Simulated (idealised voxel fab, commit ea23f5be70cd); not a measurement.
Herein follows the process module entitled voxel ribs on slabs.
The cross-section on display is named cut; it measures 285 nm wide, and its cells are 5 nm squares.
When this document writes out a cross-section, it uses a grid of square cells and lists it as bands, beginning at the top and moving down, with a band standing for one or more rows of cells. Top height, bottom height, nm. Materials left to right, width each, nm. Single material + "all across" = fills band edge to edge. "empty" = empty. Height datum 0, below which the as-received substrate wafer is one material. Lowest band open at the bottom, running downward: "top 0, no bottom". The width entry "30 to 40" should be interpreted row by row: the top row of cells in the band takes the first number, the bottom row takes the second number, and the change between adjacent rows is uniform throughout. Where the words "nothing different" appear for a step, the cross-section shows no cell changed by that step; every cell remained as before. Closed empty spaces (no open way to the top) of 8 cells or more are what "Listed closed voids" lists, each as width x height at distance from the left edge, nm for all three. Whatever follows a step's settings on its line is a remark the simulator itself makes about that step. When a step includes a mask, the "overlay nm" setting on its line states how far to the right of its planned place that mask lay, and negative values state how far to the left.

## The following list gives the planned process steps
1 RECEIVE (material Si)
2 DIRECTIONAL_DEP (material SiO2; thk nm 20)
3 DIRECTIONAL_DEP (material SiN; thk nm 20)
4 MASKED_ETCH (tone cover; mask id RIB; width nm 20; etch materials SiN; depth nm 10; overlay nm 0)
5 PATTERN (tone cover; mask id SLAB; material resist; width nm 60; thk nm 20; overlay nm 0)
6 DIRECTIONAL_ETCH (etch materials SiN; depth nm 10)
7 STRIP (etch materials resist)
8 FILL_DEP (material SiO2; thk nm 20)
9 CMP (height nm 55)
10 DIRECTIONAL_DEP (material W; thk nm 10)
11 MASKED_ETCH (tone cover; mask id HEATER; width nm 30; etch materials W; depth nm 10; overlay nm 0)
12 CONFORMAL_DEP (material SiO2; thk nm 10)

## Incoming wafer, cross-sectional view, post step 1
    top 0, no bottom  Si all across
    Listed closed voids: none

## Cross-section, end of module. Start: as above. Plan: as above. Execution: one mistake
    top 75, bottom 65  empty 115 nm; SiO2 50 nm; empty 120 nm
    top 65, bottom 55  SiO2 125 nm; W 30 nm; SiO2 130 nm
    top 55, bottom 40  SiO2 all across
    top 40, bottom 30  SiO2 130 nm; SiN 20 nm; SiO2 135 nm
    top 30, bottom 20  SiO2 115 nm; SiN 55 nm; SiO2 115 nm
    top 20, bottom 0  SiO2 all across
    top 0, no bottom  Si all across
    Listed closed voids: none
Run error: step 5 ran as: PATTERN (tone cover; mask id SLAB; material resist; width nm 55; thk nm 20; overlay nm 0)
